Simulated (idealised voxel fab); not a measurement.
process module | voxel transistor to metal
cross-section cut | 170 nm wide | cells 5 nm
A cross-section is a grid of square cells, given in bands from the top down. A band is one or more rows of cells.
Each band's line starts with the height of the band's top and of its bottom, in nm. Then come its materials from left to right, each with its width in nm. One material with "throughout" fills the band from edge to edge. "air" is empty space.
Height 0 is the level under which the wafer as received is all one material. The lowest band goes on downwards, as in "0 down".
A width such as "30 to 40" changes by the same amount from each row of cells to the next, from the band's top row to its bottom row.
"no change" after a step means that no cell of the cross-section changed.
closed voids: empty space of 8 cells or more with no open way to the top, each as width x height at its distance from the left edge, in nm
after a step's settings: what the simulator itself notes on the step
overlay nm, on a step with a mask: how far to the right of its planned place the mask lay; to the left if negative
plan
1 op RECEIVE | material Si
2 op OXIDIZE | depth nm 5
3 op CONFORMAL_DEP | material SiN | thk nm 10
4 op MASKED_ETCH | tone cover | mask id ACTIVE | width nm 100 | etch materials SiN | depth nm 10 | overlay nm 0
5 op MASKED_ETCH | tone cover | mask id ACTIVE | width nm 100 | etch materials SiO2 | depth nm 5 | overlay nm 0
6 op MASKED_ETCH | tone cover | mask id ACTIVE | width nm 100 | etch materials Si | depth nm 30 | overlay nm 0
7 op FILL_DEP | material SiO2 | thk nm 10
8 op CMP | height nm 10
9 op SELECTIVE_ETCH | etch materials SiO2 | depth nm 10
10 op STRIP | etch materials SiN
11 op SELECTIVE_ETCH | etch materials SiO2 | depth nm 5
12 op OXIDIZE | depth nm 5
13 op DIRECTIONAL_DEP | material polySi | thk nm 30
14 op DIRECTIONAL_DEP | material SiCN | thk nm 10
15 op PATTERN | tone cover | mask id GATE | material resist | width nm 30 | thk nm 15 | overlay nm 0
16 op DIRECTIONAL_ETCH | etch materials SiCN | depth nm 20
17 op DIRECTIONAL_ETCH | etch materials polySi | depth nm 40
18 op STRIP | etch materials resist
19 op CONFORMAL_DEP | material SiO2 | thk nm 5
20 op DIRECTIONAL_ETCH | etch materials SiO2 | depth nm 5
21 op CONFORMAL_DEP | material SiN | thk nm 10
22 op DIRECTIONAL_ETCH | etch materials SiN | depth nm 10
23 op DIRECTIONAL_ETCH | etch materials SiO2 | depth nm 5
24 op DIRECTIONAL_ETCH | etch materials Si | depth nm 10
25 op EPI | material nSi | thk nm 10
26 op FILL_DEP | material SiO2 | thk nm 10
27 op CMP | height nm 25
28 op STRIP | etch materials polySi
29 op SELECTIVE_ETCH | etch materials SiO2 | depth nm 5
30 op CONFORMAL_DEP | material HfO2 | thk nm 5
31 op CONFORMAL_DEP | material TiN | thk nm 5
32 op FILL_DEP | material W | thk nm 10
33 op CMP | height nm 20
34 op DIRECTIONAL_DEP | material SiO2 | thk nm 15
35 op PATTERN | tone open | mask id CONTACT | material resist | width nm 15 | pitch nm 75 | thk nm 20 | overlay nm 0
36 op DIRECTIONAL_ETCH | etch materials SiO2 | depth nm 45
37 op STRIP | etch materials resist
38 op CONFORMAL_DEP | material TiN | thk nm 5
39 op FILL_DEP | material W | thk nm 5
40 op CMP | height nm 35
41 op CONFORMAL_DEP | material SiN | thk nm 5
42 op DIRECTIONAL_DEP | material lowk | thk nm 20
43 op MASKED_ETCH | tone open | mask id METAL_1 | width nm 15 | pitch nm 75 | etch materials lowk | depth nm 20 | overlay nm 0
44 op MASKED_ETCH | tone open | mask id METAL_1 | width nm 15 | pitch nm 75 | etch materials SiN | depth nm 5 | overlay nm 0
45 op CONFORMAL_DEP | material TiN | thk nm 5
46 op FILL_DEP | material Ru | thk nm 10
47 op CMP | height nm 60
48 op EPI | material Ru | thk nm 5
49 op FILL_DEP | material SiCN | thk nm 5
50 op DIRECTIONAL_DEP | material lowk | thk nm 25
51 op MASKED_ETCH | tone open | mask id METAL_2 | width nm 15 | pitch nm 75 | etch materials lowk | depth nm 15 | overlay nm 0
52 op MASKED_ETCH | tone open | mask id METAL_2_HOLES | width nm 15 | pitch nm 75 | etch materials lowk | depth nm 10 | overlay nm 0
53 op MASKED_ETCH | tone open | mask id METAL_2_HOLES | width nm 15 | pitch nm 75 | etch materials SiCN | depth nm 5 | overlay nm 0
54 op CONFORMAL_DEP | material TiN | thk nm 5
55 op FILL_DEP | material Cu | thk nm 10
56 op CMP | height nm 95
57 op CONFORMAL_DEP | material SiCN | thk nm 5
first wafer, as planned
as received, after step 1
  0 down: Si throughout
  closed voids: none
after step 2
  0 to -5: SiO2 throughout
  below -5: unchanged
after step 3
  10 to 0: SiN throughout
  below 0: unchanged
after step 4
  10 to 0: air 35 | SiN 100 | air 35
  below 0: unchanged
after step 5
  10 to 0: air 35 | SiN 100 | air 35
  0 to -5: air 35 | SiO2 100 | air 35
  below -5: unchanged
after step 6
  10 to 0: air 35 | SiN 100 | air 35
  0 to -5: air 35 | SiO2 100 | air 35
  -5 to -35: air 35 | Si 100 | air 35
  below -35: unchanged
after step 7
  20 to 10: SiO2 throughout
  10 to 0: SiO2 35 | SiN 100 | SiO2 35
  0 to -5: SiO2 throughout
  -5 to -35: SiO2 35 | Si 100 | SiO2 35
  below -35: unchanged
after step 8
  10 to 0: SiO2 35 | SiN 100 | SiO2 35
  below 0: unchanged
after step 9
  10 to 0: air 35 | SiN 100 | air 35
  below 0: unchanged
after step 10
  0 to -5: SiO2 throughout
  below -5: unchanged
after step 11
  -5 to -35: SiO2 35 | Si 100 | SiO2 35
  below -35: unchanged
after step 12
  -5 to -10: SiO2 throughout
  below -10: unchanged
after step 13
  25 to -5: polySi throughout
  below -5: unchanged
after step 14
  35 to 25: SiCN throughout
  below 25: unchanged
after step 15
  50 to 35: air 70 | resist 30 | air 70
  below 35: unchanged
after step 16
  50 to 35: air 70 | resist 30 | air 70
  35 to 25: air 70 | SiCN 30 | air 70
  below 25: unchanged
after step 17
  50 to 35: air 70 | resist 30 | air 70
  35 to 25: air 70 | SiCN 30 | air 70
  25 to -5: air 70 | polySi 30 | air 70
  below -5: unchanged
after step 18
  35 to 25: air 70 | SiCN 30 | air 70
  below 25: unchanged
after step 19
  40 to 35: air 65 | SiO2 40 | air 65
  35 to 25: air 65 | SiO2 5 | SiCN 30 | SiO2 5 | air 65
  25 to 0: air 65 | SiO2 5 | polySi 30 | SiO2 5 | air 65
  0 to -5: SiO2 70 | polySi 30 | SiO2 70
  below -5: unchanged
after step 20
  35 to 25: air 65 | SiO2 5 | SiCN 30 | SiO2 5 | air 65
  25 to -5: air 65 | SiO2 5 | polySi 30 | SiO2 5 | air 65
  below -5: unchanged
after step 21
  45 to 35: air 55 | SiN 60 | air 55
  35 to 25: air 55 | SiN 10 | SiO2 5 | SiCN 30 | SiO2 5 | SiN 10 | air 55
  25 to 5: air 55 | SiN 10 | SiO2 5 | polySi 30 | SiO2 5 | SiN 10 | air 55
  5 to -5: SiN 65 | SiO2 5 | polySi 30 | SiO2 5 | SiN 65
  below -5: unchanged
after step 22
  35 to 25: air 55 | SiN 10 | SiO2 5 | SiCN 30 | SiO2 5 | SiN 10 | air 55
  25 to -5: air 55 | SiN 10 | SiO2 5 | polySi 30 | SiO2 5 | SiN 10 | air 55
  below -5: unchanged
after step 23
  35 to 30: air 55 | SiN 10 | air 5 | SiCN 30 | air 5 | SiN 10 | air 55
  30 to 25: air 55 | SiN 10 | SiO2 5 | SiCN 30 | SiO2 5 | SiN 10 | air 55
  25 to -5: air 55 | SiN 10 | SiO2 5 | polySi 30 | SiO2 5 | SiN 10 | air 55
  -5 to -10: air 55 | SiO2 60 | air 55
  below -10: unchanged
after step 24
  35 to 30: air 55 | SiN 10 | air 5 | SiCN 30 | air 5 | SiN 10 | air 55
  30 to 25: air 55 | SiN 10 | SiO2 5 | SiCN 30 | SiO2 5 | SiN 10 | air 55
  25 to -5: air 55 | SiN 10 | SiO2 5 | polySi 30 | SiO2 5 | SiN 10 | air 55
  -5 to -10: air 55 | SiO2 60 | air 55
  -10 to -20: SiO2 35 | air 20 | Si 60 | air 20 | SiO2 35
  below -20: unchanged
after step 25
  35 to 30: air 55 | SiN 10 | air 5 | SiCN 30 | air 5 | SiN 10 | air 55
  30 to 25: air 55 | SiN 10 | SiO2 5 | SiCN 30 | SiO2 5 | SiN 10 | air 55
  25 to 0: air 55 | SiN 10 | SiO2 5 | polySi 30 | SiO2 5 | SiN 10 | air 55
  0 to -5: air 45 | nSi 10 | SiN 10 | SiO2 5 | polySi 30 | SiO2 5 | SiN 10 | nSi 10 | air 45
  -5 to -10: air 45 | nSi 10 | SiO2 60 | nSi 10 | air 45
  -10 to -20: SiO2 35 | nSi 20 | Si 60 | nSi 20 | SiO2 35
  below -20: unchanged
after step 26
  45 to 35: SiO2 throughout
  35 to 25: SiO2 55 | SiN 10 | SiO2 5 | SiCN 30 | SiO2 5 | SiN 10 | SiO2 55
  25 to 0: SiO2 55 | SiN 10 | SiO2 5 | polySi 30 | SiO2 5 | SiN 10 | SiO2 55
  0 to -5: SiO2 45 | nSi 10 | SiN 10 | SiO2 5 | polySi 30 | SiO2 5 | SiN 10 | nSi 10 | SiO2 45
  -5 to -10: SiO2 45 | nSi 10 | SiO2 60 | nSi 10 | SiO2 45
  below -10: unchanged
after step 27
  25 to 0: SiO2 55 | SiN 10 | SiO2 5 | polySi 30 | SiO2 5 | SiN 10 | SiO2 55
  below 0: unchanged
after step 28
  25 to 0: SiO2 55 | SiN 10 | SiO2 5 | air 30 | SiO2 5 | SiN 10 | SiO2 55
  0 to -5: SiO2 45 | nSi 10 | SiN 10 | SiO2 5 | air 30 | SiO2 5 | SiN 10 | nSi 10 | SiO2 45
  below -5: unchanged
after step 29
  25 to 20: air 55 | SiN 10 | air 40 | SiN 10 | air 55
  20 to 0: SiO2 55 | SiN 10 | air 40 | SiN 10 | SiO2 55
  0 to -5: SiO2 45 | nSi 10 | SiN 10 | air 40 | SiN 10 | nSi 10 | SiO2 45
  -5 to -10: SiO2 45 | nSi 10 | SiO2 10 | air 40 | SiO2 10 | nSi 10 | SiO2 45
  below -10: unchanged
after step 30
  30 to 25: air 50 | HfO2 20 | air 30 | HfO2 20 | air 50
  25 to 20: HfO2 55 | SiN 10 | HfO2 5 | air 30 | HfO2 5 | SiN 10 | HfO2 55
  20 to 0: SiO2 55 | SiN 10 | HfO2 5 | air 30 | HfO2 5 | SiN 10 | SiO2 55
  0 to -5: SiO2 45 | nSi 10 | SiN 10 | HfO2 5 | air 30 | HfO2 5 | SiN 10 | nSi 10 | SiO2 45
  -5 to -10: SiO2 45 | nSi 10 | SiO2 10 | HfO2 40 | SiO2 10 | nSi 10 | SiO2 45
  below -10: unchanged
after step 31
  35 to 30: air 45 | TiN 30 | air 20 | TiN 30 | air 45
  30 to 25: TiN 50 | HfO2 20 | TiN 5 | air 20 | TiN 5 | HfO2 20 | TiN 50
  25 to 20: HfO2 55 | SiN 10 | HfO2 5 | TiN 5 | air 20 | TiN 5 | HfO2 5 | SiN 10 | HfO2 55
  20 to 0: SiO2 55 | SiN 10 | HfO2 5 | TiN 5 | air 20 | TiN 5 | HfO2 5 | SiN 10 | SiO2 55
  0 to -5: SiO2 45 | nSi 10 | SiN 10 | HfO2 5 | TiN 30 | HfO2 5 | SiN 10 | nSi 10 | SiO2 45
  below -5: unchanged
after step 32
  45 to 35: W throughout
  35 to 30: W 45 | TiN 30 | W 20 | TiN 30 | W 45
  30 to 25: TiN 50 | HfO2 20 | TiN 5 | W 20 | TiN 5 | HfO2 20 | TiN 50
  25 to 20: HfO2 55 | SiN 10 | HfO2 5 | TiN 5 | W 20 | TiN 5 | HfO2 5 | SiN 10 | HfO2 55
  20 to 0: SiO2 55 | SiN 10 | HfO2 5 | TiN 5 | W 20 | TiN 5 | HfO2 5 | SiN 10 | SiO2 55
  below 0: unchanged
after step 33
  20 to 0: SiO2 55 | SiN 10 | HfO2 5 | TiN 5 | W 20 | TiN 5 | HfO2 5 | SiN 10 | SiO2 55
  below 0: unchanged
after step 34
  35 to 20: SiO2 throughout
  below 20: unchanged
after step 35
  55 to 35: resist 40 | air 15 | resist 60 | air 15 | resist 40
  below 35: unchanged
after step 36
  55 to 35: resist 40 | air 15 | resist 60 | air 15 | resist 40
  35 to 20: SiO2 40 | air 15 | SiO2 60 | air 15 | SiO2 40
  20 to 0: SiO2 40 | air 15 | SiN 10 | HfO2 5 | TiN 5 | W 20 | TiN 5 | HfO2 5 | SiN 10 | air 15 | SiO2 40
  0 to -5: SiO2 40 | air 5 | nSi 10 | SiN 10 | HfO2 5 | TiN 30 | HfO2 5 | SiN 10 | nSi 10 | air 5 | SiO2 40
  -5 to -10: SiO2 40 | air 5 | nSi 10 | SiO2 10 | HfO2 40 | SiO2 10 | nSi 10 | air 5 | SiO2 40
  below -10: unchanged
after step 37
  35 to 20: SiO2 40 | air 15 | SiO2 60 | air 15 | SiO2 40
  below 20: unchanged
after step 38
  40 to 35: TiN 45 | air 5 | TiN 70 | air 5 | TiN 45
  35 to 20: SiO2 40 | TiN 5 | air 5 | TiN 5 | SiO2 60 | TiN 5 | air 5 | TiN 5 | SiO2 40
  20 to 5: SiO2 40 | TiN 5 | air 5 | TiN 5 | SiN 10 | HfO2 5 | TiN 5 | W 20 | TiN 5 | HfO2 5 | SiN 10 | TiN 5 | air 5 | TiN 5 | SiO2 40
  5 to 0: SiO2 40 | TiN 15 | SiN 10 | HfO2 5 | TiN 5 | W 20 | TiN 5 | HfO2 5 | SiN 10 | TiN 15 | SiO2 40
  0 to -5: SiO2 40 | TiN 5 | nSi 10 | SiN 10 | HfO2 5 | TiN 30 | HfO2 5 | SiN 10 | nSi 10 | TiN 5 | SiO2 40
  -5 to -10: SiO2 40 | TiN 5 | nSi 10 | SiO2 10 | HfO2 40 | SiO2 10 | nSi 10 | TiN 5 | SiO2 40
  below -10: unchanged
after step 39
  45 to 40: W throughout
  40 to 35: TiN 45 | W 5 | TiN 70 | W 5 | TiN 45
  35 to 20: SiO2 40 | TiN 5 | W 5 | TiN 5 | SiO2 60 | TiN 5 | W 5 | TiN 5 | SiO2 40
  20 to 5: SiO2 40 | TiN 5 | W 5 | TiN 5 | SiN 10 | HfO2 5 | TiN 5 | W 20 | TiN 5 | HfO2 5 | SiN 10 | TiN 5 | W 5 | TiN 5 | SiO2 40
  below 5: unchanged
after step 40
  35 to 20: SiO2 40 | TiN 5 | W 5 | TiN 5 | SiO2 60 | TiN 5 | W 5 | TiN 5 | SiO2 40
  below 20: unchanged
after step 41
  40 to 35: SiN throughout
  below 35: unchanged
after step 42
  60 to 40: lowk throughout
  below 40: unchanged
after step 43
  60 to 40: lowk 40 | air 15 | lowk 60 | air 15 | lowk 40
  below 40: unchanged
after step 44
  60 to 40: lowk 40 | air 15 | lowk 60 | air 15 | lowk 40
  40 to 35: SiN 40 | air 15 | SiN 60 | air 15 | SiN 40
  below 35: unchanged
after step 45
  65 to 60: TiN 45 | air 5 | TiN 70 | air 5 | TiN 45
  60 to 40: lowk 40 | TiN 5 | air 5 | TiN 5 | lowk 60 | TiN 5 | air 5 | TiN 5 | lowk 40
  40 to 35: SiN 40 | TiN 15 | SiN 60 | TiN 15 | SiN 40
  below 35: unchanged
after step 46
  75 to 65: Ru throughout
  65 to 60: TiN 45 | Ru 5 | TiN 70 | Ru 5 | TiN 45
  60 to 40: lowk 40 | TiN 5 | Ru 5 | TiN 5 | lowk 60 | TiN 5 | Ru 5 | TiN 5 | lowk 40
  below 40: unchanged
after step 47
  60 to 40: lowk 40 | TiN 5 | Ru 5 | TiN 5 | lowk 60 | TiN 5 | Ru 5 | TiN 5 | lowk 40
  below 40: unchanged
after step 48
  65 to 60: air 35 | Ru 25 | air 50 | Ru 25 | air 35
  below 60: unchanged
after step 49
  70 to 65: SiCN throughout
  65 to 60: SiCN 35 | Ru 25 | SiCN 50 | Ru 25 | SiCN 35
  below 60: unchanged
after step 50
  95 to 70: lowk throughout
  below 70: unchanged
after step 51
  95 to 80: lowk 40 | air 15 | lowk 60 | air 15 | lowk 40
  below 80: unchanged
after step 52
  95 to 70: lowk 40 | air 15 | lowk 60 | air 15 | lowk 40
  below 70: unchanged
after step 53
  95 to 70: lowk 40 | air 15 | lowk 60 | air 15 | lowk 40
  70 to 65: SiCN 40 | air 15 | SiCN 60 | air 15 | SiCN 40
  below 65: unchanged
after step 54
  100 to 95: TiN 45 | air 5 | TiN 70 | air 5 | TiN 45
  95 to 70: lowk 40 | TiN 5 | air 5 | TiN 5 | lowk 60 | TiN 5 | air 5 | TiN 5 | lowk 40
  70 to 65: SiCN 40 | TiN 15 | SiCN 60 | TiN 15 | SiCN 40
  below 65: unchanged
after step 55
  110 to 100: Cu throughout
  100 to 95: TiN 45 | Cu 5 | TiN 70 | Cu 5 | TiN 45
  95 to 70: lowk 40 | TiN 5 | Cu 5 | TiN 5 | lowk 60 | TiN 5 | Cu 5 | TiN 5 | lowk 40
  below 70: unchanged
after step 56
  95 to 70: lowk 40 | TiN 5 | Cu 5 | TiN 5 | lowk 60 | TiN 5 | Cu 5 | TiN 5 | lowk 40
  below 70: unchanged
after step 57
  100 to 95: SiCN throughout
  below 95: unchanged
second wafer: like start, like plan, one mistake. Through step 5 it matches the first wafer
when step 6 should have ended
  10 to 0: air 35 | SiN 100 | air 35
  0 to -5: air 35 | SiO2 100 | air 35
  -5 to -65: air 35 | Si 100 | air 35
  below -65: unchanged
when step 7 should have ended
  20 to 10: SiO2 throughout
  10 to 0: SiO2 35 | SiN 100 | SiO2 35
  0 to -5: SiO2 throughout
  -5 to -65: SiO2 35 | Si 100 | SiO2 35
  below -65: unchanged
when step 8 should have ended
  10 to 0: SiO2 35 | SiN 100 | SiO2 35
  below 0: unchanged
when step 9 should have ended
  10 to 0: air 35 | SiN 100 | air 35
  below 0: unchanged
when step 10 should have ended
  0 to -5: SiO2 throughout
  below -5: unchanged
when step 11 should have ended
  -5 to -65: SiO2 35 | Si 100 | SiO2 35
  below -65: unchanged
when step 12 should have ended
  -5 to -10: SiO2 throughout
  below -10: unchanged
when step 13 should have ended
  25 to -5: polySi throughout
  below -5: unchanged
when step 14 should have ended
  35 to 25: SiCN throughout
  below 25: unchanged
when step 15 should have ended
  50 to 35: air 70 | resist 30 | air 70
  below 35: unchanged
when step 16 should have ended
  50 to 35: air 70 | resist 30 | air 70
  35 to 25: air 70 | SiCN 30 | air 70
  below 25: unchanged
when step 17 should have ended
  50 to 35: air 70 | resist 30 | air 70
  35 to 25: air 70 | SiCN 30 | air 70
  25 to -5: air 70 | polySi 30 | air 70
  below -5: unchanged
when step 18 should have ended
  35 to 25: air 70 | SiCN 30 | air 70
  below 25: unchanged
when step 19 should have ended
  40 to 35: air 65 | SiO2 40 | air 65
  35 to 25: air 65 | SiO2 5 | SiCN 30 | SiO2 5 | air 65
  25 to 0: air 65 | SiO2 5 | polySi 30 | SiO2 5 | air 65
  0 to -5: SiO2 70 | polySi 30 | SiO2 70
  below -5: unchanged
when step 20 should have ended
  35 to 25: air 65 | SiO2 5 | SiCN 30 | SiO2 5 | air 65
  25 to -5: air 65 | SiO2 5 | polySi 30 | SiO2 5 | air 65
  below -5: unchanged
when step 21 should have ended
  45 to 35: air 55 | SiN 60 | air 55
  35 to 25: air 55 | SiN 10 | SiO2 5 | SiCN 30 | SiO2 5 | SiN 10 | air 55
  25 to 5: air 55 | SiN 10 | SiO2 5 | polySi 30 | SiO2 5 | SiN 10 | air 55
  5 to -5: SiN 65 | SiO2 5 | polySi 30 | SiO2 5 | SiN 65
  below -5: unchanged
when step 22 should have ended
  35 to 25: air 55 | SiN 10 | SiO2 5 | SiCN 30 | SiO2 5 | SiN 10 | air 55
  25 to -5: air 55 | SiN 10 | SiO2 5 | polySi 30 | SiO2 5 | SiN 10 | air 55
  below -5: unchanged
when step 23 should have ended
  35 to 30: air 55 | SiN 10 | air 5 | SiCN 30 | air 5 | SiN 10 | air 55
  30 to 25: air 55 | SiN 10 | SiO2 5 | SiCN 30 | SiO2 5 | SiN 10 | air 55
  25 to -5: air 55 | SiN 10 | SiO2 5 | polySi 30 | SiO2 5 | SiN 10 | air 55
  -5 to -10: air 55 | SiO2 60 | air 55
  below -10: unchanged
when step 24 should have ended
  35 to 30: air 55 | SiN 10 | air 5 | SiCN 30 | air 5 | SiN 10 | air 55
  30 to 25: air 55 | SiN 10 | SiO2 5 | SiCN 30 | SiO2 5 | SiN 10 | air 55
  25 to -5: air 55 | SiN 10 | SiO2 5 | polySi 30 | SiO2 5 | SiN 10 | air 55
  -5 to -10: air 55 | SiO2 60 | air 55
  -10 to -20: SiO2 35 | air 20 | Si 60 | air 20 | SiO2 35
  below -20: unchanged
when step 25 should have ended
  35 to 30: air 55 | SiN 10 | air 5 | SiCN 30 | air 5 | SiN 10 | air 55
  30 to 25: air 55 | SiN 10 | SiO2 5 | SiCN 30 | SiO2 5 | SiN 10 | air 55
  25 to 0: air 55 | SiN 10 | SiO2 5 | polySi 30 | SiO2 5 | SiN 10 | air 55
  0 to -5: air 45 | nSi 10 | SiN 10 | SiO2 5 | polySi 30 | SiO2 5 | SiN 10 | nSi 10 | air 45
  -5 to -10: air 45 | nSi 10 | SiO2 60 | nSi 10 | air 45
  -10 to -20: SiO2 35 | nSi 20 | Si 60 | nSi 20 | SiO2 35
  below -20: unchanged
when step 26 should have ended
  45 to 35: SiO2 throughout
  35 to 25: SiO2 55 | SiN 10 | SiO2 5 | SiCN 30 | SiO2 5 | SiN 10 | SiO2 55
  25 to 0: SiO2 55 | SiN 10 | SiO2 5 | polySi 30 | SiO2 5 | SiN 10 | SiO2 55
  0 to -5: SiO2 45 | nSi 10 | SiN 10 | SiO2 5 | polySi 30 | SiO2 5 | SiN 10 | nSi 10 | SiO2 45
  -5 to -10: SiO2 45 | nSi 10 | SiO2 60 | nSi 10 | SiO2 45
  below -10: unchanged
when step 27 should have ended
  25 to 0: SiO2 55 | SiN 10 | SiO2 5 | polySi 30 | SiO2 5 | SiN 10 | SiO2 55
  below 0: unchanged
when step 28 should have ended
  25 to 0: SiO2 55 | SiN 10 | SiO2 5 | air 30 | SiO2 5 | SiN 10 | SiO2 55
  0 to -5: SiO2 45 | nSi 10 | SiN 10 | SiO2 5 | air 30 | SiO2 5 | SiN 10 | nSi 10 | SiO2 45
  below -5: unchanged
when step 29 should have ended
  25 to 20: air 55 | SiN 10 | air 40 | SiN 10 | air 55
  20 to 0: SiO2 55 | SiN 10 | air 40 | SiN 10 | SiO2 55
  0 to -5: SiO2 45 | nSi 10 | SiN 10 | air 40 | SiN 10 | nSi 10 | SiO2 45
  -5 to -10: SiO2 45 | nSi 10 | SiO2 10 | air 40 | SiO2 10 | nSi 10 | SiO2 45
  below -10: unchanged
when step 30 should have ended
  30 to 25: air 50 | HfO2 20 | air 30 | HfO2 20 | air 50
  25 to 20: HfO2 55 | SiN 10 | HfO2 5 | air 30 | HfO2 5 | SiN 10 | HfO2 55
  20 to 0: SiO2 55 | SiN 10 | HfO2 5 | air 30 | HfO2 5 | SiN 10 | SiO2 55
  0 to -5: SiO2 45 | nSi 10 | SiN 10 | HfO2 5 | air 30 | HfO2 5 | SiN 10 | nSi 10 | SiO2 45
  -5 to -10: SiO2 45 | nSi 10 | SiO2 10 | HfO2 40 | SiO2 10 | nSi 10 | SiO2 45
  below -10: unchanged
when step 31 should have ended
  35 to 30: air 45 | TiN 30 | air 20 | TiN 30 | air 45
  30 to 25: TiN 50 | HfO2 20 | TiN 5 | air 20 | TiN 5 | HfO2 20 | TiN 50
  25 to 20: HfO2 55 | SiN 10 | HfO2 5 | TiN 5 | air 20 | TiN 5 | HfO2 5 | SiN 10 | HfO2 55
  20 to 0: SiO2 55 | SiN 10 | HfO2 5 | TiN 5 | air 20 | TiN 5 | HfO2 5 | SiN 10 | SiO2 55
  0 to -5: SiO2 45 | nSi 10 | SiN 10 | HfO2 5 | TiN 30 | HfO2 5 | SiN 10 | nSi 10 | SiO2 45
  below -5: unchanged
when step 32 should have ended
  45 to 35: W throughout
  35 to 30: W 45 | TiN 30 | W 20 | TiN 30 | W 45
  30 to 25: TiN 50 | HfO2 20 | TiN 5 | W 20 | TiN 5 | HfO2 20 | TiN 50
  25 to 20: HfO2 55 | SiN 10 | HfO2 5 | TiN 5 | W 20 | TiN 5 | HfO2 5 | SiN 10 | HfO2 55
  20 to 0: SiO2 55 | SiN 10 | HfO2 5 | TiN 5 | W 20 | TiN 5 | HfO2 5 | SiN 10 | SiO2 55
  below 0: unchanged
when step 33 should have ended
  20 to 0: SiO2 55 | SiN 10 | HfO2 5 | TiN 5 | W 20 | TiN 5 | HfO2 5 | SiN 10 | SiO2 55
  below 0: unchanged
when step 34 should have ended
  35 to 20: SiO2 throughout
  below 20: unchanged
when step 35 should have ended
  55 to 35: resist 40 | air 15 | resist 60 | air 15 | resist 40
  below 35: unchanged
when step 36 should have ended
  55 to 35: resist 40 | air 15 | resist 60 | air 15 | resist 40
  35 to 20: SiO2 40 | air 15 | SiO2 60 | air 15 | SiO2 40
  20 to 0: SiO2 40 | air 15 | SiN 10 | HfO2 5 | TiN 5 | W 20 | TiN 5 | HfO2 5 | SiN 10 | air 15 | SiO2 40
  0 to -5: SiO2 40 | air 5 | nSi 10 | SiN 10 | HfO2 5 | TiN 30 | HfO2 5 | SiN 10 | nSi 10 | air 5 | SiO2 40
  -5 to -10: SiO2 40 | air 5 | nSi 10 | SiO2 10 | HfO2 40 | SiO2 10 | nSi 10 | air 5 | SiO2 40
  below -10: unchanged
when step 37 should have ended
  35 to 20: SiO2 40 | air 15 | SiO2 60 | air 15 | SiO2 40
  below 20: unchanged
when step 38 should have ended
  40 to 35: TiN 45 | air 5 | TiN 70 | air 5 | TiN 45
  35 to 20: SiO2 40 | TiN 5 | air 5 | TiN 5 | SiO2 60 | TiN 5 | air 5 | TiN 5 | SiO2 40
  20 to 5: SiO2 40 | TiN 5 | air 5 | TiN 5 | SiN 10 | HfO2 5 | TiN 5 | W 20 | TiN 5 | HfO2 5 | SiN 10 | TiN 5 | air 5 | TiN 5 | SiO2 40
  5 to 0: SiO2 40 | TiN 15 | SiN 10 | HfO2 5 | TiN 5 | W 20 | TiN 5 | HfO2 5 | SiN 10 | TiN 15 | SiO2 40
  0 to -5: SiO2 40 | TiN 5 | nSi 10 | SiN 10 | HfO2 5 | TiN 30 | HfO2 5 | SiN 10 | nSi 10 | TiN 5 | SiO2 40
  -5 to -10: SiO2 40 | TiN 5 | nSi 10 | SiO2 10 | HfO2 40 | SiO2 10 | nSi 10 | TiN 5 | SiO2 40
  below -10: unchanged
when step 39 should have ended
  45 to 40: W throughout
  40 to 35: TiN 45 | W 5 | TiN 70 | W 5 | TiN 45
  35 to 20: SiO2 40 | TiN 5 | W 5 | TiN 5 | SiO2 60 | TiN 5 | W 5 | TiN 5 | SiO2 40
  20 to 5: SiO2 40 | TiN 5 | W 5 | TiN 5 | SiN 10 | HfO2 5 | TiN 5 | W 20 | TiN 5 | HfO2 5 | SiN 10 | TiN 5 | W 5 | TiN 5 | SiO2 40
  below 5: unchanged
when step 40 should have ended
  35 to 20: SiO2 40 | TiN 5 | W 5 | TiN 5 | SiO2 60 | TiN 5 | W 5 | TiN 5 | SiO2 40
  below 20: unchanged
when step 41 should have ended
  40 to 35: SiN throughout
  below 35: unchanged
when step 42 should have ended
  60 to 40: lowk throughout
  below 40: unchanged
when step 43 should have ended
  60 to 40: lowk 40 | air 15 | lowk 60 | air 15 | lowk 40
  below 40: unchanged
when step 44 should have ended
  60 to 40: lowk 40 | air 15 | lowk 60 | air 15 | lowk 40
  40 to 35: SiN 40 | air 15 | SiN 60 | air 15 | SiN 40
  below 35: unchanged
when step 45 should have ended
  65 to 60: TiN 45 | air 5 | TiN 70 | air 5 | TiN 45
  60 to 40: lowk 40 | TiN 5 | air 5 | TiN 5 | lowk 60 | TiN 5 | air 5 | TiN 5 | lowk 40
  40 to 35: SiN 40 | TiN 15 | SiN 60 | TiN 15 | SiN 40
  below 35: unchanged
when step 46 should have ended
  75 to 65: Ru throughout
  65 to 60: TiN 45 | Ru 5 | TiN 70 | Ru 5 | TiN 45
  60 to 40: lowk 40 | TiN 5 | Ru 5 | TiN 5 | lowk 60 | TiN 5 | Ru 5 | TiN 5 | lowk 40
  below 40: unchanged
when step 47 should have ended
  60 to 40: lowk 40 | TiN 5 | Ru 5 | TiN 5 | lowk 60 | TiN 5 | Ru 5 | TiN 5 | lowk 40
  below 40: unchanged
when step 48 should have ended
  65 to 60: air 35 | Ru 25 | air 50 | Ru 25 | air 35
  below 60: unchanged
when step 49 should have ended
  70 to 65: SiCN throughout
  65 to 60: SiCN 35 | Ru 25 | SiCN 50 | Ru 25 | SiCN 35
  below 60: unchanged
when step 50 should have ended
  95 to 70: lowk throughout
  below 70: unchanged
when step 51 should have ended
  95 to 80: lowk 40 | air 15 | lowk 60 | air 15 | lowk 40
  below 80: unchanged
when step 52 should have ended
  95 to 70: lowk 40 | air 15 | lowk 60 | air 15 | lowk 40
  below 70: unchanged
when step 53 should have ended
  95 to 70: lowk 40 | air 15 | lowk 60 | air 15 | lowk 40
  70 to 65: SiCN 40 | air 15 | SiCN 60 | air 15 | SiCN 40
  below 65: unchanged
when step 54 should have ended
  100 to 95: TiN 45 | air 5 | TiN 70 | air 5 | TiN 45
  95 to 70: lowk 40 | TiN 5 | air 5 | TiN 5 | lowk 60 | TiN 5 | air 5 | TiN 5 | lowk 40
  70 to 65: SiCN 40 | TiN 15 | SiCN 60 | TiN 15 | SiCN 40
  below 65: unchanged
when step 55 should have ended
  110 to 100: Cu throughout
  100 to 95: TiN 45 | Cu 5 | TiN 70 | Cu 5 | TiN 45
  95 to 70: lowk 40 | TiN 5 | Cu 5 | TiN 5 | lowk 60 | TiN 5 | Cu 5 | TiN 5 | lowk 40
  below 70: unchanged
when step 56 should have ended
  95 to 70: lowk 40 | TiN 5 | Cu 5 | TiN 5 | lowk 60 | TiN 5 | Cu 5 | TiN 5 | lowk 40
  below 70: unchanged
when step 57 should have ended
  100 to 95: SiCN throughout
  below 95: unchanged
what went wrong: step 6 was run twice
at the end the second wafer has, in cells: 84 fewer of Si | 84 more of SiO2
